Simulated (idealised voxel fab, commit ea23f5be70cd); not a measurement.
process module | voxel fin reveal
cross-section cut | 180 nm wide | cells 5 nm
A cross-section is a grid of square cells, given in bands from the top down. A band is one or more rows of cells.
Each band's line starts with the height of the band's top and of its bottom, in nm. Then come its materials from left to right, each with its width in nm. One material with "throughout" fills the band from edge to edge. "air" is empty space.
Height 0 is the level under which the wafer as received is all one material. The lowest band goes on downwards, as in "0 down".
A width such as "30 to 40" changes by the same amount from each row of cells to the next, from the band's top row to its bottom row.
"no change" after a step means that no cell of the cross-section changed.
closed voids: empty space of 8 cells or more with no open way to the top, each as width x height at its distance from the left edge, in nm
after a step's settings: what the simulator itself notes on the step
overlay nm, on a step with a mask: how far to the right of its planned place the mask lay; to the left if negative
plan
1 op RECEIVE | material Si
2 op CONFORMAL_DEP | material SiN | thk nm 10
3 op MASKED_ETCH | tone cover | mask id FINS | width nm 15 | pitch nm 40 | etch materials SiN | depth nm 10 | overlay nm 0
4 op MASKED_ETCH | tone cover | mask id FINS | width nm 15 | pitch nm 40 | etch materials Si | depth nm 30 | overlay nm 0
5 op FILL_DEP | material SiO2 | thk nm 5
6 op CMP | height nm 10
7 op SELECTIVE_ETCH | etch materials SiO2 | depth nm 25
8 op STRIP | etch materials SiN
first wafer, as planned
as received, after step 1
  0 down: Si throughout
  closed voids: none
after step 2
  10 to 0: SiN throughout
  below 0: unchanged
after step 3
  10 to 0: air 60 | SiN 15 | air 25 | SiN 15 | air 65
  below 0: unchanged
after step 4
  10 to 0: air 60 | SiN 15 | air 25 | SiN 15 | air 65
  0 to -30: air 60 | Si 15 | air 25 | Si 15 | air 65
  below -30: unchanged
after step 5
  15 to 10: SiO2 throughout
  10 to 0: SiO2 60 | SiN 15 | SiO2 25 | SiN 15 | SiO2 65
  0 to -30: SiO2 60 | Si 15 | SiO2 25 | Si 15 | SiO2 65
  below -30: unchanged
after step 6
  10 to 0: SiO2 60 | SiN 15 | SiO2 25 | SiN 15 | SiO2 65
  below 0: unchanged
after step 7
  10 to 0: air 60 | SiN 15 | air 25 | SiN 15 | air 65
  0 to -15: air 60 | Si 15 | air 25 | Si 15 | air 65
  below -15: unchanged
after step 8
  0 to -15: air 60 | Si 15 | air 25 | Si 15 | air 65
  below -15: unchanged
second wafer: like start, like plan, one mistake. Through step 6 it matches the first wafer
when step 7 should have ended
  10 to 0: air 60 | SiN 15 | air 25 | SiN 15 | air 65
  0 to -5: air 60 | Si 15 | air 25 | Si 15 | air 65
  below -5: unchanged
when step 8 should have ended
  0 to -5: air 60 | Si 15 | air 25 | Si 15 | air 65
  below -5: unchanged
what went wrong: step 7 ran as: op SELECTIVE_ETCH | etch materials SiO2 | depth nm 15
at the end the second wafer has, in cells: 60 more of SiO2
